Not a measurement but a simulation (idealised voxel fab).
The process module presented herein is designated voxel tone inversion.
The cross-section on display is named cut; it measures 280 nm wide, and its cells are 5 nm squares.
Each cross-section below is a grid of square cells, stated as bands in top-down order, with one or more rows of cells making up each band.
Within each band entry, the heights of the top and of the bottom of the band appear first, in that order and in nm; the materials of the band then follow from left to right, each with its corresponding width in nm. The designation "all across" on a single material indicates that it fills the band from edge to edge; the designation "empty" indicates empty space.
Heights are expressed relative to 0, this being the level below which the as-received wafer comprises one material exclusively. The lowest band is unbounded in the downward direction and is denoted as in "0 -> down".
With a width like "30->40", each row of cells in the band differs from the next by the same amount, the top row carrying the first number and the bottom row the second.
Basically "left unchanged" means that step didn't change any cell in the cross-section.
"Unvented cavities" specifies each empty space that is not open to the top and that occupies no fewer than 8 cells, using the form width x height at distance, the distance measured from the left edge and all three quantities in nm.
What comes after the settings on a step's line is commentary from the simulator itself on that step.
On any step carrying a mask, the "overlay nm" setting, if present on the step's line, tells how far right of its planned place the mask lay; negative values point to the left.

Set out below are the planned steps of the process:
- 1: RECEIVE: material Si
- 2: CONFORMAL_DEP: material SiCN, thk nm 10
- 3: DIRECTIONAL_DEP: material aC, thk nm 15
- 4: PATTERN: tone cover, mask id POSTS, material resist, width nm 20, pitch nm 40, thk nm 25, overlay nm 0
- 5: DIRECTIONAL_ETCH: etch materials aC, depth nm 15
- 6: STRIP: etch materials resist
- 7: FILL_DEP: material SiO2, thk nm 5
- 8: CMP: height nm 25
- 9: STRIP: etch materials aC
- 10: CONFORMAL_DEP: material TiN, thk nm 5
- 11: FILL_DEP: material Ru, thk nm 10
- 12: CMP: height nm 25
- 13: CONFORMAL_DEP: material SiN, thk nm 5

First of two wafers: run as planned:

as received, after step 1:
- 0 -> down = Si all across
- Unvented cavities: none

The wafer, seen in cross-section, after step 2:
- 10 -> 0 = SiCN all across
- Below 0, the layers are the same as they were.

The wafer, seen in cross-section, after step 3:
- 25 -> 10 = aC all across
- Below 10, the layers are the same as they were.

The wafer, seen in cross-section, after step 4:
- 50 -> 25 = empty=70; resist=20; empty=20; resist=20; empty=20; resist=20; empty=20; resist=20; empty=70
- Below 25, the layers are the same as they were.

The wafer, seen in cross-section, after step 5:
- 35 -> 25 = empty=70; resist=20; empty=20; resist=20; empty=20; resist=20; empty=20; resist=20; empty=70
- 25 -> 10 = empty=70; aC=20; empty=20; aC=20; empty=20; aC=20; empty=20; aC=20; empty=70
- Below 10, the layers are the same as they were.

The wafer, seen in cross-section, after step 6:
- 25 -> 10 = empty=70; aC=20; empty=20; aC=20; empty=20; aC=20; empty=20; aC=20; empty=70
- Below 10, the layers are the same as they were.

The wafer, seen in cross-section, after step 7:
- 30 -> 25 = SiO2 all across
- 25 -> 10 = SiO2=70; aC=20; SiO2=20; aC=20; SiO2=20; aC=20; SiO2=20; aC=20; SiO2=70
- Below 10, the layers are the same as they were.

The wafer, seen in cross-section, after step 8:
- 25 -> 10 = SiO2=70; aC=20; SiO2=20; aC=20; SiO2=20; aC=20; SiO2=20; aC=20; SiO2=70
- Below 10, the layers are the same as they were.

The wafer, seen in cross-section, after step 9:
- 25 -> 10 = SiO2=70; empty=20; SiO2=20; empty=20; SiO2=20; empty=20; SiO2=20; empty=20; SiO2=70
- Below 10, the layers are the same as they were.

The wafer, seen in cross-section, after step 10:
- 30 -> 25 = TiN=75; empty=10; TiN=30; empty=10; TiN=30; empty=10; TiN=30; empty=10; TiN=75
- 25 -> 15 = SiO2=70; TiN=5; empty=10; TiN=5; SiO2=20; TiN=5; empty=10; TiN=5; SiO2=20; TiN=5; empty=10; TiN=5; SiO2=20; TiN=5; empty=10; TiN=5; SiO2=70
- 15 -> 10 = SiO2=70; TiN=20; SiO2=20; TiN=20; SiO2=20; TiN=20; SiO2=20; TiN=20; SiO2=70
- Below 10, the layers are the same as they were.

The wafer, seen in cross-section, after step 11:
- 40 -> 30 = Ru all across
- 30 -> 25 = TiN=75; Ru=10; TiN=30; Ru=10; TiN=30; Ru=10; TiN=30; Ru=10; TiN=75
- 25 -> 15 = SiO2=70; TiN=5; Ru=10; TiN=5; SiO2=20; TiN=5; Ru=10; TiN=5; SiO2=20; TiN=5; Ru=10; TiN=5; SiO2=20; TiN=5; Ru=10; TiN=5; SiO2=70
- Below 15, the layers are the same as they were.

The wafer, seen in cross-section, after step 12:
- 25 -> 15 = SiO2=70; TiN=5; Ru=10; TiN=5; SiO2=20; TiN=5; Ru=10; TiN=5; SiO2=20; TiN=5; Ru=10; TiN=5; SiO2=20; TiN=5; Ru=10; TiN=5; SiO2=70
- Below 15, the layers are the same as they were.

The wafer, seen in cross-section, after step 13:
- 30 -> 25 = SiN all across
- Below 25, the layers are the same as they were.

Wafer two of two - same starting point, same process plan, one mistake in execution; matches wafer one up to and including step 1:

X-section, second wafer, when step 2 was due to finish:
- 15 -> 0 = aC all across
- Below 0, the layers are the same as they were.

X-section, second wafer, when step 3 was due to finish:
- 25 -> 15 = SiCN all across
- Below 15, the layers are the same as they were.

X-section, second wafer, when step 4 was due to finish:
- 50 -> 25 = empty=70; resist=20; empty=20; resist=20; empty=20; resist=20; empty=20; resist=20; empty=70
- Below 25, the layers are the same as they were.

X-section, second wafer, when step 5 was due to finish:
- 35 -> 25 = empty=70; resist=20; empty=20; resist=20; empty=20; resist=20; empty=20; resist=20; empty=70
- Below 25, the layers are the same as they were.

X-section, second wafer, when step 6 was due to finish:
- 25 -> 15 = SiCN all across
- Below 15, the layers are the same as they were.

X-section, second wafer, when step 7 was due to finish:
- 30 -> 25 = SiO2 all across
- Below 25, the layers are the same as they were.

X-section, second wafer, when step 8 was due to finish:
- 25 -> 15 = SiCN all across
- Below 15, the layers are the same as they were.

X-section, second wafer, when step 9 was due to finish: left unchanged

X-section, second wafer, when step 10 was due to finish:
- 30 -> 25 = TiN all across
- Below 25, the layers are the same as they were.

X-section, second wafer, when step 11 was due to finish:
- 40 -> 30 = Ru all across
- Below 30, the layers are the same as they were.

X-section, second wafer, when step 12 was due to finish:
- 25 -> 15 = SiCN all across
- Below 15, the layers are the same as they were.

X-section, second wafer, when step 13 was due to finish:
- 30 -> 25 = SiN all across
- Below 25, the layers are the same as they were.
Which mistake was made when the wafer was run? plan vs actual: 2 and 3 interchanged
The final cell counts differ between the wafers, with the second having more or fewer of some materials than the first: Ru -16, SiO2 -120, TiN -32, aC +168
